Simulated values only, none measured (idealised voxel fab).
This section sets out a process module, namely voxel capacitor over wiring.
In the cross-section labelled cut, the width is 220 nm and each square cell is 5 nm.
Notation: cross-section as square-cell grid; stated in bands, top first, going down; one or more cell rows per band. For a band, the entry starts with two heights in nm, that of the top and then that of the bottom, and carries on with the band's materials in order from left to right, each alongside its width in nm; the word "throughout" beside a single material means it fills the band edge to edge, and "empty" means empty space. Below 0: as-received wafer, all one material; heights counted from there. Lowest band: no bottom, goes on down, written "z 0 and below". When a width is written as two numbers, as in "30->40", the first number is the width in the top row of cells of the band and the second is the width in its bottom row, and the width changes by the same amount from each row to the next. Key: "no modification" - step with no changed cell in the cross-section. "Closed void listing" enumerates empty spaces isolated from the top, with no open way to it, that contain at least 8 cells, giving each as width x height at distance from the left edge, all three in nm. On each step's line, the part that comes after the settings is the simulator's own comment on the step. The setting "overlay nm" may be written on the line of a step. When the step uses a mask, the value reports how far to the right of the planned place the mask lay, and a negative value reports that it lay to the left.
Process steps - plan:
- 1: op RECEIVE | material Si
- 2: op CONFORMAL_DEP | material SiO2 | thk nm 15
- 3: op CONFORMAL_DEP | material SiN | thk nm 5
- 4: op DIRECTIONAL_DEP | material SiO2 | thk nm 15
- 5: op DIRECTIONAL_DEP | material aC | thk nm 10
- 6: op PATTERN | tone open | mask id METAL_1 | material resist | width nm 25 | pitch nm 95 | thk nm 30 | overlay nm 0
- 7: op DIRECTIONAL_ETCH | etch materials aC | depth nm 10
- 8: op STRIP | etch materials resist
- 9: op DIRECTIONAL_ETCH | etch materials SiO2 | depth nm 15
- 10: op DIRECTIONAL_ETCH | etch materials SiN | depth nm 5
- 11: op STRIP | etch materials aC
- 12: op CONFORMAL_DEP | material TiN | thk nm 5
- 13: op FILL_DEP | material W | thk nm 10
- 14: op CMP | height nm 35
- 15: op CONFORMAL_DEP | material SiCN | thk nm 5
- 16: op DIRECTIONAL_DEP | material lowk | thk nm 15
- 17: op MASKED_ETCH | tone open | mask id PLUG_1 | width nm 15 | etch materials lowk | depth nm 15 | overlay nm 0
- 18: op MASKED_ETCH | tone open | mask id PLUG_1 | width nm 15 | etch materials SiCN | depth nm 5 | overlay nm 0
- 19: op EPI | material Ru | thk nm 10
- 20: op EPI | material Ru | thk nm 10
- 21: op DIRECTIONAL_DEP | material TiN | thk nm 5
- 22: op DIRECTIONAL_DEP | material HfO2 | thk nm 5
- 23: op DIRECTIONAL_DEP | material TiN | thk nm 5
- 24: op DIRECTIONAL_DEP | material aC | thk nm 10
- 25: op PATTERN | tone cover | mask id UPPER_PLATE | material resist | width nm 75 | thk nm 30 | overlay nm 0
- 26: op DIRECTIONAL_ETCH | etch materials aC | depth nm 10
- 27: op STRIP | etch materials resist
- 28: op DIRECTIONAL_ETCH | etch materials TiN | depth nm 5
- 29: op DIRECTIONAL_ETCH | etch materials HfO2 | depth nm 5
- 30: op STRIP | etch materials aC
- 31: op PATTERN | tone cover | mask id LOWER_PLATE | material resist | width nm 85 | thk nm 15 | overlay nm 0
- 32: op DIRECTIONAL_ETCH | etch materials TiN | depth nm 5
- 33: op STRIP | etch materials resist
- 34: op FILL_DEP | material SiO2 | thk nm 20
- 35: op CMP | height nm 85
- 36: op DIRECTIONAL_DEP | material aC | thk nm 10
- 37: op PATTERN | tone open | mask id PLUG_2 | material resist | width nm 15 | thk nm 30 | overlay nm 0
- 38: op DIRECTIONAL_ETCH | etch materials aC | depth nm 10
- 39: op STRIP | etch materials resist
- 40: op DIRECTIONAL_ETCH | etch materials SiO2 | depth nm 15
- 41: op STRIP | etch materials aC
- 42: op CONFORMAL_DEP | material TiN | thk nm 5
- 43: op FILL_DEP | material Cu | thk nm 10
- 44: op CMP | height nm 85
- 45: op CONFORMAL_DEP | material SiCN | thk nm 5
The first wafer of two, processed as planned:
Cross-section of the wafer upon arrival, representing the state reached after step 1:
- z 0 and below | Si throughout
- Closed void listing: none
Cross-sectional representation of the wafer at the conclusion of step 2:
- z 15 to 0 | SiO2 throughout
- Anything lower than 0 is untouched.
Cross-sectional representation of the wafer at the conclusion of step 3:
- z 20 to 15 | SiN throughout
- Anything lower than 15 is untouched.
Cross-sectional representation of the wafer at the conclusion of step 4:
- z 35 to 20 | SiO2 throughout
- Anything lower than 20 is untouched.
Cross-sectional representation of the wafer at the conclusion of step 5:
- z 45 to 35 | aC throughout
- Anything lower than 35 is untouched.
Cross-sectional representation of the wafer at the conclusion of step 6:
- z 75 to 45 | resist 50 / empty 25 / resist 70 / empty 25 / resist 50
- Anything lower than 45 is untouched.
Cross-sectional representation of the wafer at the conclusion of step 7:
- z 65 to 45 | resist 50 / empty 25 / resist 70 / empty 25 / resist 50
- z 45 to 35 | aC 50 / empty 25 / aC 70 / empty 25 / aC 50
- Anything lower than 35 is untouched.
Cross-sectional representation of the wafer at the conclusion of step 8:
- z 45 to 35 | aC 50 / empty 25 / aC 70 / empty 25 / aC 50
- Anything lower than 35 is untouched.
Cross-sectional representation of the wafer at the conclusion of step 9:
- z 45 to 35 | aC 50 / empty 25 / aC 70 / empty 25 / aC 50
- z 35 to 20 | SiO2 50 / empty 25 / SiO2 70 / empty 25 / SiO2 50
- Anything lower than 20 is untouched.
Cross-sectional representation of the wafer at the conclusion of step 10:
- z 45 to 35 | aC 50 / empty 25 / aC 70 / empty 25 / aC 50
- z 35 to 20 | SiO2 50 / empty 25 / SiO2 70 / empty 25 / SiO2 50
- z 20 to 15 | SiN 50 / empty 25 / SiN 70 / empty 25 / SiN 50
- Anything lower than 15 is untouched.
Cross-sectional representation of the wafer at the conclusion of step 11:
- z 35 to 20 | SiO2 50 / empty 25 / SiO2 70 / empty 25 / SiO2 50
- Anything lower than 20 is untouched.
Cross-sectional representation of the wafer at the conclusion of step 12:
- z 40 to 35 | TiN 55 / empty 15 / TiN 80 / empty 15 / TiN 55
- z 35 to 20 | SiO2 50 / TiN 5 / empty 15 / TiN 5 / SiO2 70 / TiN 5 / empty 15 / TiN 5 / SiO2 50
- z 20 to 15 | SiN 50 / TiN 25 / SiN 70 / TiN 25 / SiN 50
- Anything lower than 15 is untouched.
Cross-sectional representation of the wafer at the conclusion of step 13:
- z 50 to 40 | W throughout
- z 40 to 35 | TiN 55 / W 15 / TiN 80 / W 15 / TiN 55
- z 35 to 20 | SiO2 50 / TiN 5 / W 15 / TiN 5 / SiO2 70 / TiN 5 / W 15 / TiN 5 / SiO2 50
- Anything lower than 20 is untouched.
Cross-sectional representation of the wafer at the conclusion of step 14:
- z 35 to 20 | SiO2 50 / TiN 5 / W 15 / TiN 5 / SiO2 70 / TiN 5 / W 15 / TiN 5 / SiO2 50
- Anything lower than 20 is untouched.
Cross-sectional representation of the wafer at the conclusion of step 15:
- z 40 to 35 | SiCN throughout
- Anything lower than 35 is untouched.
Cross-sectional representation of the wafer at the conclusion of step 16:
- z 55 to 40 | lowk throughout
- Anything lower than 40 is untouched.
Cross-sectional representation of the wafer at the conclusion of step 17:
- z 55 to 40 | lowk 60 / empty 15 / lowk 145
- Anything lower than 40 is untouched.
Cross-sectional representation of the wafer at the conclusion of step 18:
- z 55 to 40 | lowk 60 / empty 15 / lowk 145
- z 40 to 35 | SiCN 60 / empty 15 / SiCN 145
- Anything lower than 35 is untouched.
Cross-sectional representation of the wafer at the conclusion of step 19:
- z 55 to 45 | lowk 60 / empty 15 / lowk 145
- z 45 to 40 | lowk 60 / Ru 15 / lowk 145
- z 40 to 35 | SiCN 60 / Ru 15 / SiCN 145
- Anything lower than 35 is untouched.
Cross-sectional representation of the wafer at the conclusion of step 20:
- z 55 to 40 | lowk 60 / Ru 15 / lowk 145
- Anything lower than 40 is untouched.
Cross-sectional representation of the wafer at the conclusion of step 21:
- z 60 to 55 | TiN throughout
- Anything lower than 55 is untouched.
Cross-sectional representation of the wafer at the conclusion of step 22:
- z 65 to 60 | HfO2 throughout
- Anything lower than 60 is untouched.
Cross-sectional representation of the wafer at the conclusion of step 23:
- z 70 to 65 | TiN throughout
- Anything lower than 65 is untouched.
Cross-sectional representation of the wafer at the conclusion of step 24:
- z 80 to 70 | aC throughout
- Anything lower than 70 is untouched.
Cross-sectional representation of the wafer at the conclusion of step 25:
- z 110 to 80 | empty 60 / resist 75 / empty 85
- Anything lower than 80 is untouched.
Cross-sectional representation of the wafer at the conclusion of step 26:
- z 100 to 80 | empty 60 / resist 75 / empty 85
- z 80 to 70 | empty 60 / aC 75 / empty 85
- Anything lower than 70 is untouched.
Cross-sectional representation of the wafer at the conclusion of step 27:
- z 80 to 70 | empty 60 / aC 75 / empty 85
- Anything lower than 70 is untouched.
Cross-sectional representation of the wafer at the conclusion of step 28:
- z 80 to 70 | empty 60 / aC 75 / empty 85
- z 70 to 65 | empty 60 / TiN 75 / empty 85
- Anything lower than 65 is untouched.
Cross-sectional representation of the wafer at the conclusion of step 29:
- z 80 to 70 | empty 60 / aC 75 / empty 85
- z 70 to 65 | empty 60 / TiN 75 / empty 85
- z 65 to 60 | empty 60 / HfO2 75 / empty 85
- Anything lower than 60 is untouched.
Cross-sectional representation of the wafer at the conclusion of step 30:
- z 70 to 65 | empty 60 / TiN 75 / empty 85
- Anything lower than 65 is untouched.
Cross-sectional representation of the wafer at the conclusion of step 31:
- z 85 to 70 | empty 55 / resist 85 / empty 80
- z 70 to 65 | empty 55 / resist 5 / TiN 75 / resist 5 / empty 80
- z 65 to 60 | empty 55 / resist 5 / HfO2 75 / resist 5 / empty 80
- Anything lower than 60 is untouched.
Cross-sectional representation of the wafer at the conclusion of step 32:
- z 85 to 70 | empty 55 / resist 85 / empty 80
- z 70 to 65 | empty 55 / resist 5 / TiN 75 / resist 5 / empty 80
- z 65 to 60 | empty 55 / resist 5 / HfO2 75 / resist 5 / empty 80
- z 60 to 55 | empty 55 / TiN 85 / empty 80
- Anything lower than 55 is untouched.
Cross-sectional representation of the wafer at the conclusion of step 33:
- z 70 to 65 | empty 60 / TiN 75 / empty 85
- z 65 to 60 | empty 60 / HfO2 75 / empty 85
- Anything lower than 60 is untouched.
Cross-sectional representation of the wafer at the conclusion of step 34:
- z 90 to 70 | SiO2 throughout
- z 70 to 65 | SiO2 60 / TiN 75 / SiO2 85
- z 65 to 60 | SiO2 60 / HfO2 75 / SiO2 85
- z 60 to 55 | SiO2 55 / TiN 85 / SiO2 80
- Anything lower than 55 is untouched.
Cross-sectional representation of the wafer at the conclusion of step 35:
- z 85 to 70 | SiO2 throughout
- Anything lower than 70 is untouched.
Cross-sectional representation of the wafer at the conclusion of step 36:
- z 95 to 85 | aC throughout
- Anything lower than 85 is untouched.
Cross-sectional representation of the wafer at the conclusion of step 37:
- z 125 to 95 | resist 70 / empty 15 / resist 135
- Anything lower than 95 is untouched.
Cross-sectional representation of the wafer at the conclusion of step 38:
- z 115 to 95 | resist 70 / empty 15 / resist 135
- z 95 to 85 | aC 70 / empty 15 / aC 135
- Anything lower than 85 is untouched.
Cross-sectional representation of the wafer at the conclusion of step 39:
- z 95 to 85 | aC 70 / empty 15 / aC 135
- Anything lower than 85 is untouched.
Cross-sectional representation of the wafer at the conclusion of step 40:
- z 95 to 85 | aC 70 / empty 15 / aC 135
- z 85 to 70 | SiO2 70 / empty 15 / SiO2 135
- Anything lower than 70 is untouched.
Cross-sectional representation of the wafer at the conclusion of step 41:
- z 85 to 70 | SiO2 70 / empty 15 / SiO2 135
- Anything lower than 70 is untouched.
Cross-sectional representation of the wafer at the conclusion of step 42:
- z 90 to 85 | TiN 75 / empty 5 / TiN 140
- z 85 to 75 | SiO2 70 / TiN 5 / empty 5 / TiN 5 / SiO2 135
- z 75 to 65 | SiO2 70->60 / TiN 15->75 / SiO2 135->85
- Anything lower than 65 is untouched.
Cross-sectional representation of the wafer at the conclusion of step 43:
- z 100 to 90 | Cu throughout
- z 90 to 85 | TiN 75 / Cu 5 / TiN 140
- z 85 to 75 | SiO2 70 / TiN 5 / Cu 5 / TiN 5 / SiO2 135
- Anything lower than 75 is untouched.
Cross-sectional representation of the wafer at the conclusion of step 44:
- z 85 to 75 | SiO2 70 / TiN 5 / Cu 5 / TiN 5 / SiO2 135
- Anything lower than 75 is untouched.
Cross-sectional representation of the wafer at the conclusion of step 45:
- z 90 to 85 | SiCN throughout
- Anything lower than 85 is untouched.
Wafer two: like wafer one in start and plan, but with one mistake in execution; identical up to and including step 1:
Cross-section of the second wafer at the time step 2 of the plan should have ended:
- z 15 to 0 | TiN throughout
- Anything lower than 0 is untouched.
Cross-section of the second wafer at the time step 3 of the plan should have ended:
- z 20 to 15 | SiN throughout
- Anything lower than 15 is untouched.
Cross-section of the second wafer at the time step 4 of the plan should have ended:
- z 35 to 20 | SiO2 throughout
- Anything lower than 20 is untouched.
Cross-section of the second wafer at the time step 5 of the plan should have ended:
- z 45 to 35 | aC throughout
- Anything lower than 35 is untouched.
Cross-section of the second wafer at the time step 6 of the plan should have ended:
- z 75 to 45 | resist 50 / empty 25 / resist 70 / empty 25 / resist 50
- Anything lower than 45 is untouched.
Cross-section of the second wafer at the time step 7 of the plan should have ended:
- z 65 to 45 | resist 50 / empty 25 / resist 70 / empty 25 / resist 50
- z 45 to 35 | aC 50 / empty 25 / aC 70 / empty 25 / aC 50
- Anything lower than 35 is untouched.
Cross-section of the second wafer at the time step 8 of the plan should have ended:
- z 45 to 35 | aC 50 / empty 25 / aC 70 / empty 25 / aC 50
- Anything lower than 35 is untouched.
Cross-section of the second wafer at the time step 9 of the plan should have ended:
- z 45 to 35 | aC 50 / empty 25 / aC 70 / empty 25 / aC 50
- z 35 to 20 | SiO2 50 / empty 25 / SiO2 70 / empty 25 / SiO2 50
- Anything lower than 20 is untouched.
Cross-section of the second wafer at the time step 10 of the plan should have ended:
- z 45 to 35 | aC 50 / empty 25 / aC 70 / empty 25 / aC 50
- z 35 to 20 | SiO2 50 / empty 25 / SiO2 70 / empty 25 / SiO2 50
- z 20 to 15 | SiN 50 / empty 25 / SiN 70 / empty 25 / SiN 50
- Anything lower than 15 is untouched.
Cross-section of the second wafer at the time step 11 of the plan should have ended:
- z 35 to 20 | SiO2 50 / empty 25 / SiO2 70 / empty 25 / SiO2 50
- Anything lower than 20 is untouched.
Cross-section of the second wafer at the time step 12 of the plan should have ended:
- z 40 to 35 | TiN 55 / empty 15 / TiN 80 / empty 15 / TiN 55
- z 35 to 20 | SiO2 50 / TiN 5 / empty 15 / TiN 5 / SiO2 70 / TiN 5 / empty 15 / TiN 5 / SiO2 50
- z 20 to 15 | SiN 50 / TiN 25 / SiN 70 / TiN 25 / SiN 50
- Anything lower than 15 is untouched.
Cross-section of the second wafer at the time step 13 of the plan should have ended:
- z 50 to 40 | W throughout
- z 40 to 35 | TiN 55 / W 15 / TiN 80 / W 15 / TiN 55
- z 35 to 20 | SiO2 50 / TiN 5 / W 15 / TiN 5 / SiO2 70 / TiN 5 / W 15 / TiN 5 / SiO2 50
- Anything lower than 20 is untouched.
Cross-section of the second wafer at the time step 14 of the plan should have ended:
- z 35 to 20 | SiO2 50 / TiN 5 / W 15 / TiN 5 / SiO2 70 / TiN 5 / W 15 / TiN 5 / SiO2 50
- Anything lower than 20 is untouched.
Cross-section of the second wafer at the time step 15 of the plan should have ended:
- z 40 to 35 | SiCN throughout
- Anything lower than 35 is untouched.
Cross-section of the second wafer at the time step 16 of the plan should have ended:
- z 55 to 40 | lowk throughout
- Anything lower than 40 is untouched.
Cross-section of the second wafer at the time step 17 of the plan should have ended:
- z 55 to 40 | lowk 60 / empty 15 / lowk 145
- Anything lower than 40 is untouched.
Cross-section of the second wafer at the time step 18 of the plan should have ended:
- z 55 to 40 | lowk 60 / empty 15 / lowk 145
- z 40 to 35 | SiCN 60 / empty 15 / SiCN 145
- Anything lower than 35 is untouched.
Cross-section of the second wafer at the time step 19 of the plan should have ended:
- z 55 to 45 | lowk 60 / empty 15 / lowk 145
- z 45 to 40 | lowk 60 / Ru 15 / lowk 145
- z 40 to 35 | SiCN 60 / Ru 15 / SiCN 145
- Anything lower than 35 is untouched.
Cross-section of the second wafer at the time step 20 of the plan should have ended:
- z 55 to 40 | lowk 60 / Ru 15 / lowk 145
- Anything lower than 40 is untouched.
Cross-section of the second wafer at the time step 21 of the plan should have ended:
- z 60 to 55 | TiN throughout
- Anything lower than 55 is untouched.
Cross-section of the second wafer at the time step 22 of the plan should have ended:
- z 65 to 60 | HfO2 throughout
- Anything lower than 60 is untouched.
Cross-section of the second wafer at the time step 23 of the plan should have ended:
- z 70 to 65 | TiN throughout
- Anything lower than 65 is untouched.
Cross-section of the second wafer at the time step 24 of the plan should have ended:
- z 80 to 70 | aC throughout
- Anything lower than 70 is untouched.
Cross-section of the second wafer at the time step 25 of the plan should have ended:
- z 110 to 80 | empty 60 / resist 75 / empty 85
- Anything lower than 80 is untouched.
Cross-section of the second wafer at the time step 26 of the plan should have ended:
- z 100 to 80 | empty 60 / resist 75 / empty 85
- z 80 to 70 | empty 60 / aC 75 / empty 85
- Anything lower than 70 is untouched.
Cross-section of the second wafer at the time step 27 of the plan should have ended:
- z 80 to 70 | empty 60 / aC 75 / empty 85
- Anything lower than 70 is untouched.
Cross-section of the second wafer at the time step 28 of the plan should have ended:
- z 80 to 70 | empty 60 / aC 75 / empty 85
- z 70 to 65 | empty 60 / TiN 75 / empty 85
- Anything lower than 65 is untouched.
Cross-section of the second wafer at the time step 29 of the plan should have ended:
- z 80 to 70 | empty 60 / aC 75 / empty 85
- z 70 to 65 | empty 60 / TiN 75 / empty 85
- z 65 to 60 | empty 60 / HfO2 75 / empty 85
- Anything lower than 60 is untouched.
Cross-section of the second wafer at the time step 30 of the plan should have ended:
- z 70 to 65 | empty 60 / TiN 75 / empty 85
- Anything lower than 65 is untouched.
Cross-section of the second wafer at the time step 31 of the plan should have ended:
- z 85 to 70 | empty 55 / resist 85 / empty 80
- z 70 to 65 | empty 55 / resist 5 / TiN 75 / resist 5 / empty 80
- z 65 to 60 | empty 55 / resist 5 / HfO2 75 / resist 5 / empty 80
- Anything lower than 60 is untouched.
Cross-section of the second wafer at the time step 32 of the plan should have ended:
- z 85 to 70 | empty 55 / resist 85 / empty 80
- z 70 to 65 | empty 55 / resist 5 / TiN 75 / resist 5 / empty 80
- z 65 to 60 | empty 55 / resist 5 / HfO2 75 / resist 5 / empty 80
- z 60 to 55 | empty 55 / TiN 85 / empty 80
- Anything lower than 55 is untouched.
Cross-section of the second wafer at the time step 33 of the plan should have ended:
- z 70 to 65 | empty 60 / TiN 75 / empty 85
- z 65 to 60 | empty 60 / HfO2 75 / empty 85
- Anything lower than 60 is untouched.
Cross-section of the second wafer at the time step 34 of the plan should have ended:
- z 90 to 70 | SiO2 throughout
- z 70 to 65 | SiO2 60 / TiN 75 / SiO2 85
- z 65 to 60 | SiO2 60 / HfO2 75 / SiO2 85
- z 60 to 55 | SiO2 55 / TiN 85 / SiO2 80
- Anything lower than 55 is untouched.
Cross-section of the second wafer at the time step 35 of the plan should have ended:
- z 85 to 70 | SiO2 throughout
- Anything lower than 70 is untouched.
Cross-section of the second wafer at the time step 36 of the plan should have ended:
- z 95 to 85 | aC throughout
- Anything lower than 85 is untouched.
Cross-section of the second wafer at the time step 37 of the plan should have ended:
- z 125 to 95 | resist 70 / empty 15 / resist 135
- Anything lower than 95 is untouched.
Cross-section of the second wafer at the time step 38 of the plan should have ended:
- z 115 to 95 | resist 70 / empty 15 / resist 135
- z 95 to 85 | aC 70 / empty 15 / aC 135
- Anything lower than 85 is untouched.
Cross-section of the second wafer at the time step 39 of the plan should have ended:
- z 95 to 85 | aC 70 / empty 15 / aC 135
- Anything lower than 85 is untouched.
Cross-section of the second wafer at the time step 40 of the plan should have ended:
- z 95 to 85 | aC 70 / empty 15 / aC 135
- z 85 to 70 | SiO2 70 / empty 15 / SiO2 135
- Anything lower than 70 is untouched.
Cross-section of the second wafer at the time step 41 of the plan should have ended:
- z 85 to 70 | SiO2 70 / empty 15 / SiO2 135
- Anything lower than 70 is untouched.
Cross-section of the second wafer at the time step 42 of the plan should have ended:
- z 90 to 85 | TiN 75 / empty 5 / TiN 140
- z 85 to 75 | SiO2 70 / TiN 5 / empty 5 / TiN 5 / SiO2 135
- z 75 to 65 | SiO2 70->60 / TiN 15->75 / SiO2 135->85
- Anything lower than 65 is untouched.
Cross-section of the second wafer at the time step 43 of the plan should have ended:
- z 100 to 90 | Cu throughout
- z 90 to 85 | TiN 75 / Cu 5 / TiN 140
- z 85 to 75 | SiO2 70 / TiN 5 / Cu 5 / TiN 5 / SiO2 135
- Anything lower than 75 is untouched.
Cross-section of the second wafer at the time step 44 of the plan should have ended:
- z 85 to 75 | SiO2 70 / TiN 5 / Cu 5 / TiN 5 / SiO2 135
- Anything lower than 75 is untouched.
Cross-section of the second wafer at the time step 45 of the plan should have ended:
- z 90 to 85 | SiCN throughout
- Anything lower than 85 is untouched.
Which mistake was made when the wafer was run? step 2 ran differently from the plan; actual operation with settings: op CONFORMAL_DEP | material TiN | thk nm 15
At the finish, the second wafer shows more or fewer cells for some materials than the first does: 132 fewer of SiO2; 132 more of TiN
